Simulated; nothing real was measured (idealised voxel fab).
The document below concerns the process module designated voxel capacitor over wiring.
Cross-section cut: width 210 nm, square cells of 5 nm.
When this document writes out a cross-section, it uses a grid of square cells and lists it as bands, beginning at the top and moving down, with a band standing for one or more rows of cells.
Band: top and bottom heights (nm) first, top before bottom; then materials from left to right, widths in nm. "throughout" marks a sole material filling the band edge to edge. "empty" denotes empty space.
Where do heights start? At 0: under that level the wafer as delivered is made of one material only. And the lowest band has no floor; it just carries on downward, as in "z 0 and below".
When a width is written as two numbers, as in "30 to 40", the first number is the width in the top row of cells of the band and the second is the width in its bottom row, and the width changes by the same amount from each row to the next.
"same as before" -> step changed no cross-section cell.
You'll see "Enclosed voids" listing empty spaces that have no way open to the top, as long as they're 8 cells or more; the notation is width x height at distance, where the distance is from the left edge, and all of it is in nm.
The remark found on a step's line after its settings is issued by the simulator itself and pertains to that step.
Regarding "overlay nm": on a step with a mask, it is the distance the mask lay to the right of its planned place; a negative value places it to the left.
Process steps (planned)
1,RECEIVE [material Si]
2,CONFORMAL_DEP [material SiO2] [thk nm 10]
3,CONFORMAL_DEP [material SiCN] [thk nm 5]
4,DIRECTIONAL_DEP [material SiO2] [thk nm 25]
5,PATTERN [tone open] [mask id METAL_1] [material resist] [width nm 25] [pitch nm 80] [thk nm 20] [overlay nm 0]
6,DIRECTIONAL_ETCH [etch materials SiO2] [depth nm 25]
7,DIRECTIONAL_ETCH [etch materials SiCN] [depth nm 5]
8,STRIP [etch materials resist]
9,CONFORMAL_DEP [material TiN] [thk nm 5]
10,FILL_DEP [material Ru] [thk nm 10]
11,CMP [height nm 40]
12,CONFORMAL_DEP [material SiCN] [thk nm 5]
13,DIRECTIONAL_DEP [material lowk] [thk nm 15]
14,PATTERN [tone open] [mask id PLUG_1] [material resist] [width nm 15] [thk nm 15] [overlay nm 0]
15,DIRECTIONAL_ETCH [etch materials lowk] [depth nm 15]
16,DIRECTIONAL_ETCH [etch materials SiCN] [depth nm 5]
17,STRIP [etch materials resist]
18,EPI [material Ru] [thk nm 10]
19,EPI [material Ru] [thk nm 10]
20,DIRECTIONAL_DEP [material TiN] [thk nm 10]
21,DIRECTIONAL_DEP [material Al2O3] [thk nm 5]
22,DIRECTIONAL_DEP [material TiN] [thk nm 10]
23,DIRECTIONAL_DEP [material aC] [thk nm 10]
24,PATTERN [tone cover] [mask id UPPER_PLATE] [material resist] [width nm 60] [thk nm 25] [overlay nm 0]
25,DIRECTIONAL_ETCH [etch materials aC] [depth nm 10]
26,STRIP [etch materials resist]
27,DIRECTIONAL_ETCH [etch materials TiN] [depth nm 10]
28,DIRECTIONAL_ETCH [etch materials Al2O3] [depth nm 5]
29,STRIP [etch materials aC]
30,DIRECTIONAL_DEP [material aC] [thk nm 15]
31,PATTERN [tone cover] [mask id LOWER_PLATE] [material resist] [width nm 70] [thk nm 30] [overlay nm 0]
32,DIRECTIONAL_ETCH [etch materials aC] [depth nm 15]
33,STRIP [etch materials resist]
34,DIRECTIONAL_ETCH [etch materials TiN] [depth nm 10]
35,STRIP [etch materials aC]
36,FILL_DEP [material SiO2] [thk nm 15]
37,CMP [height nm 95]
38,DIRECTIONAL_DEP [material aC] [thk nm 10]
39,PATTERN [tone open] [mask id PLUG_2] [material resist] [width nm 15] [thk nm 25] [overlay nm 0]
40,DIRECTIONAL_ETCH [etch materials aC] [depth nm 10]
41,STRIP [etch materials resist]
42,DIRECTIONAL_ETCH [etch materials SiO2] [depth nm 10]
43,STRIP [etch materials aC]
44,CONFORMAL_DEP [material TiN] [thk nm 5]
45,FILL_DEP [material Cu] [thk nm 5]
46,CMP [height nm 95]
47,CONFORMAL_DEP [material SiN] [thk nm 5]
Wafers differ in width nm at step 14; plan lists the first wafer's value; identical starting state.
Cross-section of the first of several wafers as received (after step 1)
- z 0 and below | Si throughout
- Enclosed voids: none
Rows = wafers. At module end, each row lists per material the cells gained (+) or lost (-) since the wafer was received, then the closed voids
width nm 15 | +12 Al2O3 | +1 Cu | +42 Ru | +71 SiCN | +42 SiN | +468 SiO2 | +87 TiN | +117 lowk | Enclosed voids: none
width nm 20 | +12 Al2O3 | +1 Cu | +46 Ru | +70 SiCN | +42 SiN | +468 SiO2 | +87 TiN | +114 lowk | Enclosed voids: none
width nm 25 | +12 Al2O3 | +1 Cu | +50 Ru | +69 SiCN | +42 SiN | +468 SiO2 | +87 TiN | +111 lowk | Enclosed voids: none
width nm 30 | +12 Al2O3 | +1 Cu | +54 Ru | +68 SiCN | +42 SiN | +468 SiO2 | +87 TiN | +108 lowk | Enclosed voids: none
